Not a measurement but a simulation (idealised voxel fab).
Herein follows the process module entitled voxel gate over fins.
The cross-section on display is named cut; it measures 145 nm wide, and its cells are 5 nm squares.
We lay out every cross-section as a grid of square cells and spell it out in bands from the top down, where one band means one or more rows of cells.
Heights first: top, then bottom, in nm. Then materials, left to right, each with a width in nm. "everywhere" on a single material: fills the band edge to edge. "blank": empty space.
We count height from 0. Below that, the starting wafer is all one material. The lowest band never ends at the bottom but goes on down; see "from 0 down" for how that is written.
Top row gets the first number, bottom row gets the second, and each row in between changes by the same step: that is how a band width like "30 to 40" works.
Step marked "changes: none"? Then no cell in the cross-section changed in it.
Enclosed voids (no open way to top), threshold 8 cells or more, entry "Enclosed void list", notation width x height at distance, distance from left edge, nm.
Anything after a step's settings on that line? It's the simulator's own note about the step.
"overlay nm", when on a step's line for a step with a mask, measures how far to the right of its planned place the mask lay; a negative measure means to the left.
Everything after this point is organized in pairs: a cross-section before one process step, a cross-section after it that shows only as deep as the lowest changed band, and, under the pair, the intervening step with its settings. Because different runs of this module on the same starting wafer can supply different pairs, a pair continues from the pair above it only if its entry headed "Prior state" says so.

-- Prior state
    from 5 to 0  40 nm blank / 15 nm HfO2 / 20 nm blank / 15 nm HfO2 / 20 nm blank / 15 nm HfO2 / 20 nm blank
    from 0 to -5  40 nm blank / 5 nm HfO2 / 5 nm Si / 5 nm HfO2 / 20 nm blank / 5 nm HfO2 / 5 nm Si / 5 nm HfO2 / 20 nm blank / 5 nm HfO2 / 5 nm Si / 5 nm HfO2 / 20 nm blank
    from -5 to -10  45 nm HfO2 / 5 nm Si / 30 nm HfO2 / 5 nm Si / 30 nm HfO2 / 5 nm Si / 25 nm HfO2
    from -10 to -35  45 nm SiO2 / 5 nm Si / 30 nm SiO2 / 5 nm Si / 30 nm SiO2 / 5 nm Si / 25 nm SiO2
    from -35 down  Si everywhere
    Enclosed void list: none

-- Post-Step Geometry
    from 10 to 5  35 nm blank / 25 nm TiN / 10 nm blank / 25 nm TiN / 10 nm blank / 25 nm TiN / 15 nm blank
    from 5 to 0  35 nm blank / 5 nm TiN / 15 nm HfO2 / 5 nm TiN / 10 nm blank / 5 nm TiN / 15 nm HfO2 / 5 nm TiN / 10 nm blank / 5 nm TiN / 15 nm HfO2 / 5 nm TiN / 15 nm blank
    from 0 to -5  40 nm TiN / 5 nm HfO2 / 5 nm Si / 5 nm HfO2 / 20 nm TiN / 5 nm HfO2 / 5 nm Si / 5 nm HfO2 / 20 nm TiN / 5 nm HfO2 / 5 nm Si / 5 nm HfO2 / 20 nm TiN
    Below -5, no change.
    Enclosed void list: none
Between the two cross-sections shown above, the process step is CONFORMAL_DEP with material TiN, thk nm 5

Prior state: per the after cross-section of the pair just above.

-- Post-Step Geometry
    from 25 to 10  W everywhere
    from 10 to 5  35 nm W / 25 nm TiN / 10 nm W / 25 nm TiN / 10 nm W / 25 nm TiN / 15 nm W
    from 5 to 0  35 nm W / 5 nm TiN / 15 nm HfO2 / 5 nm TiN / 10 nm W / 5 nm TiN / 15 nm HfO2 / 5 nm TiN / 10 nm W / 5 nm TiN / 15 nm HfO2 / 5 nm TiN / 15 nm W
    Below 0, no change.
    Enclosed void list: none
Between the two cross-sections shown above, the process step is FILL_DEP with material W, thk nm 15

Prior state: per the after cross-section of the pair just above.

-- Post-Step Geometry
    from 20 to 10  W everywhere
    Below 10, no change.
    Enclosed void list: none
Between the two cross-sections shown above, the process step is CMP with height nm 20

Prior state: per the after cross-section of the pair just above.

-- Post-Step Geometry
    from 25 to 20  SiN everywhere
    Below 20, no change.
    Enclosed void list: none
Between the two cross-sections shown above, the process step is CONFORMAL_DEP with material SiN, thk nm 5

-- Prior state
    from 10 to 5  25 nm blank / 25 nm TiN / 10 nm blank / 25 nm TiN / 10 nm blank / 25 nm TiN / 25 nm blank
    from 5 to 0  25 nm blank / 5 nm TiN / 15 nm HfO2 / 5 nm TiN / 10 nm blank / 5 nm TiN / 15 nm HfO2 / 5 nm TiN / 10 nm blank / 5 nm TiN / 15 nm HfO2 / 5 nm TiN / 25 nm blank
    from 0 to -5  30 nm TiN / 5 nm HfO2 / 5 nm Si / 5 nm HfO2 / 20 nm TiN / 5 nm HfO2 / 5 nm Si / 5 nm HfO2 / 20 nm TiN / 5 nm HfO2 / 5 nm Si / 5 nm HfO2 / 30 nm TiN
    from -5 to -10  35 nm HfO2 / 5 nm Si / 30 nm HfO2 / 5 nm Si / 30 nm HfO2 / 5 nm Si / 35 nm HfO2
    from -10 to -35  35 nm SiO2 / 5 nm Si / 30 nm SiO2 / 5 nm Si / 30 nm SiO2 / 5 nm Si / 35 nm SiO2
    from -35 down  Si everywhere
    Enclosed void list: none

-- Post-Step Geometry
    from 25 to 10  SiN everywhere
    from 10 to 5  25 nm SiN / 25 nm TiN / 10 nm SiN / 25 nm TiN / 10 nm SiN / 25 nm TiN / 25 nm SiN
    from 5 to 0  25 nm SiN / 5 nm TiN / 15 nm HfO2 / 5 nm TiN / 10 nm SiN / 5 nm TiN / 15 nm HfO2 / 5 nm TiN / 10 nm SiN / 5 nm TiN / 15 nm HfO2 / 5 nm TiN / 25 nm SiN
    Below 0, no change.
    Enclosed void list: none
Between the two cross-sections shown above, the process step is FILL_DEP with material SiN, thk nm 15

Prior state: per the after cross-section of the pair just above.

-- Post-Step Geometry
    from 20 to 10  SiN everywhere
    Below 10, no change.
    Enclosed void list: none
Between the two cross-sections shown above, the process step is CMP with height nm 20

Prior state: per the after cross-section of the pair just above.

-- Post-Step Geometry
    from 25 to 10  SiN everywhere
    Below 10, no change.
    Enclosed void list: none
Between the two cross-sections shown above, the process step is CONFORMAL_DEP with material SiN, thk nm 5

-- Prior state
    from 5 to 0  SiN everywhere
    from 0 down  Si everywhere
    Enclosed void list: none

-- Post-Step Geometry
    from 25 to 5  30 nm resist / 15 nm blank / 20 nm resist / 15 nm blank / 20 nm resist / 15 nm blank / 30 nm resist
    Below 5, no change.
    Enclosed void list: none
Between the two cross-sections shown above, the process step is PATTERN with tone open, mask id FINS, material resist, width nm 15, pitch nm 35, thk nm 20, overlay nm 0

Prior state: per the after cross-section of the pair just above.

-- Post-Step Geometry
    from 25 to 5  30 nm resist / 15 nm blank / 20 nm resist / 15 nm blank / 20 nm resist / 15 nm blank / 30 nm resist
    from 5 to 0  30 nm SiN / 15 nm blank / 20 nm SiN / 15 nm blank / 20 nm SiN / 15 nm blank / 30 nm SiN
    Below 0, no change.
    Enclosed void list: none
Between the two cross-sections shown above, the process step is DIRECTIONAL_ETCH with etch materials SiN, depth nm 5

Prior state: per the after cross-section of the pair just above.

-- Post-Step Geometry
    from 25 to 5  30 nm resist / 15 nm blank / 20 nm resist / 15 nm blank / 20 nm resist / 15 nm blank / 30 nm resist
    from 5 to 0  30 nm SiN / 15 nm blank / 20 nm SiN / 15 nm blank / 20 nm SiN / 15 nm blank / 30 nm SiN
    from 0 to -30  30 nm Si / 15 nm blank / 20 nm Si / 15 nm blank / 20 nm Si / 15 nm blank / 30 nm Si
    Below -30, no change.
    Enclosed void list: none
Between the two cross-sections shown above, the process step is DIRECTIONAL_ETCH with etch materials Si, depth nm 30

Prior state: per the after cross-section of the pair just above.

-- Post-Step Geometry
    from 5 to 0  30 nm SiN / 15 nm blank / 20 nm SiN / 15 nm blank / 20 nm SiN / 15 nm blank / 30 nm SiN
    Below 0, no change.
    Enclosed void list: none
Between the two cross-sections shown above, the process step is STRIP with etch materials resist

Prior state: per the after cross-section of the pair just above.

-- Post-Step Geometry
    from 5 to 0  30 nm SiN / 15 nm blank / 20 nm SiN / 15 nm blank / 20 nm SiN / 15 nm blank / 30 nm SiN
    from 0 to -30  25 nm Si / 5 nm SiO2 / 15 nm blank / 5 nm SiO2 / 10 nm Si / 5 nm SiO2 / 15 nm blank / 5 nm SiO2 / 10 nm Si / 5 nm SiO2 / 15 nm blank / 5 nm SiO2 / 25 nm Si
    from -30 to -35  25 nm Si / 25 nm SiO2 / 10 nm Si / 25 nm SiO2 / 10 nm Si / 25 nm SiO2 / 25 nm Si
    Below -35, no change.
    Enclosed void list: none
Between the two cross-sections shown above, the process step is OXIDIZE with depth nm 5

Prior state: per the after cross-section of the pair just above.

-- Post-Step Geometry
    from 20 to 5  SiO2 everywhere
    from 5 to 0  30 nm SiN / 15 nm SiO2 / 20 nm SiN / 15 nm SiO2 / 20 nm SiN / 15 nm SiO2 / 30 nm SiN
    from 0 to -35  25 nm Si / 25 nm SiO2 / 10 nm Si / 25 nm SiO2 / 10 nm Si / 25 nm SiO2 / 25 nm Si
    Below -35, no change.
    Enclosed void list: none
Between the two cross-sections shown above, the process step is FILL_DEP with material SiO2, thk nm 15

Prior state: per the after cross-section of the pair just above.

-- Post-Step Geometry
    from 5 to 0  30 nm SiN / 15 nm SiO2 / 20 nm SiN / 15 nm SiO2 / 20 nm SiN / 15 nm SiO2 / 30 nm SiN
    Below 0, no change.
    Enclosed void list: none
Between the two cross-sections shown above, the process step is CMP with height nm 5

Prior state: per the after cross-section of the pair just above.

-- Post-Step Geometry
    from 5 to 0  30 nm SiN / 15 nm blank / 20 nm SiN / 15 nm blank / 20 nm SiN / 15 nm blank / 30 nm SiN
    from 0 to -10  25 nm Si / 25 nm blank / 10 nm Si / 25 nm blank / 10 nm Si / 25 nm blank / 25 nm Si
    Below -10, no change.
    Enclosed void list: none
Between the two cross-sections shown above, the process step is SELECTIVE_ETCH with etch materials SiO2, depth nm 15

Prior state: per the after cross-section of the pair just above.

-- Post-Step Geometry
    from 0 to -10  25 nm Si / 25 nm blank / 10 nm Si / 25 nm blank / 10 nm Si / 25 nm blank / 25 nm Si
    Below -10, no change.
    Enclosed void list: none
Between the two cross-sections shown above, the process step is STRIP with etch materials SiN

Prior state: per the after cross-section of the pair just above.

-- Post-Step Geometry
    from 5 to 0  30 nm HfO2 / 15 nm blank / 20 nm HfO2 / 15 nm blank / 20 nm HfO2 / 15 nm blank / 30 nm HfO2
    from 0 to -5  25 nm Si / 5 nm HfO2 / 15 nm blank / 5 nm HfO2 / 10 nm Si / 5 nm HfO2 / 15 nm blank / 5 nm HfO2 / 10 nm Si / 5 nm HfO2 / 15 nm blank / 5 nm HfO2 / 25 nm Si
    from -5 to -10  25 nm Si / 25 nm HfO2 / 10 nm Si / 25 nm HfO2 / 10 nm Si / 25 nm HfO2 / 25 nm Si
    Below -10, no change.
    Enclosed void list: none
Between the two cross-sections shown above, the process step is CONFORMAL_DEP with material HfO2, thk nm 5

Prior state: per the after cross-section of the pair just above.

-- Post-Step Geometry
    from 10 to 5  35 nm TiN / 5 nm blank / 30 nm TiN / 5 nm blank / 30 nm TiN / 5 nm blank / 35 nm TiN
    from 5 to 0  30 nm HfO2 / 5 nm TiN / 5 nm blank / 5 nm TiN / 20 nm HfO2 / 5 nm TiN / 5 nm blank / 5 nm TiN / 20 nm HfO2 / 5 nm TiN / 5 nm blank / 5 nm TiN / 30 nm HfO2
    from 0 to -5  25 nm Si / 5 nm HfO2 / 15 nm TiN / 5 nm HfO2 / 10 nm Si / 5 nm HfO2 / 15 nm TiN / 5 nm HfO2 / 10 nm Si / 5 nm HfO2 / 15 nm TiN / 5 nm HfO2 / 25 nm Si
    Below -5, no change.
    Enclosed void list: none
Between the two cross-sections shown above, the process step is CONFORMAL_DEP with material TiN, thk nm 5

Prior state: per the after cross-section of the pair just above.

-- Post-Step Geometry
    from 25 to 10  W everywhere
    from 10 to 5  35 nm TiN / 5 nm W / 30 nm TiN / 5 nm W / 30 nm TiN / 5 nm W / 35 nm TiN
    from 5 to 0  30 nm HfO2 / 5 nm TiN / 5 nm W / 5 nm TiN / 20 nm HfO2 / 5 nm TiN / 5 nm W / 5 nm TiN / 20 nm HfO2 / 5 nm TiN / 5 nm W / 5 nm TiN / 30 nm HfO2
    Below 0, no change.
    Enclosed void list: none
Between the two cross-sections shown above, the process step is FILL_DEP with material W, thk nm 15

Prior state: per the after cross-section of the pair just above.

-- Post-Step Geometry
    from 20 to 10  W everywhere
    Below 10, no change.
    Enclosed void list: none
Between the two cross-sections shown above, the process step is CMP with height nm 20

Prior state: per the after cross-section of the pair just above.

-- Post-Step Geometry
    from 25 to 20  SiN everywhere
    Below 20, no change.
    Enclosed void list: none
Between the two cross-sections shown above, the process step is CONFORMAL_DEP with material SiN, thk nm 5
